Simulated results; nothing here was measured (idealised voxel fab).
Module name: voxel wiring stack (process module)
In the cross-section labelled cut, the width is 270 nm and each square cell is 5 nm.
This document writes a cross-section as a grid whose cells are square, and gives it as bands, listed from the top down; one or more rows of cells form a band. Heights first: top, then bottom, in nm. Then materials, left to right, each with a width in nm. "throughout" on a single material: fills the band edge to edge. "blank": empty space. Zero point of the height axis is 0; under it, received wafer = one material. Lowest band: continues down indefinitely, "z 0 and below". Width "30->40": first value at the band's top row of cells, second value at its bottom row, equal change from row to row. When a step is marked "left unchanged", none of the cells in the cross-section changed during that step. For the entry "Closed-off voids", the listed items are empty spaces with no open way to the top whose size is 8 cells or more; each item follows the pattern width x height at distance, where distance is from the left edge and all three are in nm. It should be noted that, on the line of a given step, the content following the step's settings is a remark produced by the simulator itself with respect to that step. You can add "overlay nm" to a step's line. For a step with a mask, it describes how far the mask lay to the right of its planned position, and a negative number describes a lay to the left.
### The following list gives the planned process steps
| 1 | RECEIVE: material Si |
| 2 | CONFORMAL_DEP: material SiO2, thk nm 10 |
| 3 | DIRECTIONAL_DEP: material TiN, thk nm 5 |
| 4 | DIRECTIONAL_DEP: material W, thk nm 25 |
| 5 | DIRECTIONAL_DEP: material aC, thk nm 15 |
| 6 | PATTERN: tone cover, mask id METAL_1, material resist, width nm 25, pitch nm 45, thk nm 30, overlay nm 0 |
| 7 | DIRECTIONAL_ETCH: etch materials aC, depth nm 15 |
| 8 | STRIP: etch materials resist |
| 9 | DIRECTIONAL_ETCH: etch materials W, depth nm 25 |
| 10 | DIRECTIONAL_ETCH: etch materials TiN, depth nm 5 |
| 11 | STRIP: etch materials aC |
| 12 | FILL_DEP: material lowk, thk nm 10 |
| 13 | CMP: height nm 40 |
| 14 | CONFORMAL_DEP: material SiCN, thk nm 5 |
| 15 | DIRECTIONAL_DEP: material SiO2, thk nm 10 |
| 16 | DIRECTIONAL_DEP: material aC, thk nm 10 |
| 17 | PATTERN: tone open, mask id PLUG_1, material resist, width nm 15, thk nm 25, overlay nm 0 |
| 18 | DIRECTIONAL_ETCH: etch materials aC, depth nm 10 |
| 19 | STRIP: etch materials resist |
| 20 | DIRECTIONAL_ETCH: etch materials SiO2, depth nm 10 |
| 21 | DIRECTIONAL_ETCH: etch materials SiCN, depth nm 5 |
| 22 | STRIP: etch materials aC |
| 23 | EPI: material Ru, thk nm 10 |
| 24 | EPI: material Ru, thk nm 5 |
| 25 | CONFORMAL_DEP: material SiN, thk nm 5 |
| 26 | DIRECTIONAL_DEP: material lowk, thk nm 25 |
| 27 | DIRECTIONAL_DEP: material aC, thk nm 15 |
| 28 | PATTERN: tone open, mask id METAL_2, material resist, width nm 25, pitch nm 45, thk nm 30, overlay nm -15 |
| 29 | DIRECTIONAL_ETCH: etch materials aC, depth nm 15 |
| 30 | STRIP: etch materials resist |
| 31 | DIRECTIONAL_ETCH: etch materials lowk, depth nm 25 |
| 32 | DIRECTIONAL_ETCH: etch materials SiN, depth nm 5 |
| 33 | STRIP: etch materials aC |
| 34 | CONFORMAL_DEP: material TiN, thk nm 5 |
| 35 | FILL_DEP: material Ru, thk nm 5 |
| 36 | CMP: height nm 85 |
| 37 | CONFORMAL_DEP: material SiN, thk nm 5 |
varied across the wafers: overlay nm of step 28. The plan shows the first wafer's value. All wafers start alike
### First of several wafers, received after step 1, in cross-section
	z 0 and below | Si throughout
	Closed-off voids: none
### The table below has one row for each wafer; a row shows, as of the end of the module, how many cells of each material the wafer has gained, marked (+), or lost, marked (-), since it was received, and then the wafer's closed voids
overlay nm -15, +39 Ru, +51 SiCN, +98 SiN, +210 SiO2, +40 TiN, +50 W, +484 lowk, Closed-off voids: none
overlay nm -10, +39 Ru, +51 SiCN, +98 SiN, +210 SiO2, +40 TiN, +50 W, +484 lowk, Closed-off voids: none
overlay nm -5, +39 Ru, +51 SiCN, +98 SiN, +210 SiO2, +40 TiN, +50 W, +484 lowk, Closed-off voids: none
overlay nm 0, +39 Ru, +51 SiCN, +98 SiN, +210 SiO2, +40 TiN, +50 W, +484 lowk, Closed-off voids: none
overlay nm 5, +39 Ru, +51 SiCN, +98 SiN, +210 SiO2, +40 TiN, +50 W, +484 lowk, Closed-off voids: none
overlay nm 10, +39 Ru, +51 SiCN, +98 SiN, +210 SiO2, +40 TiN, +50 W, +484 lowk, Closed-off voids: none
overlay nm 15, +39 Ru, +51 SiCN, +98 SiN, +210 SiO2, +40 TiN, +50 W, +484 lowk, Closed-off voids: none
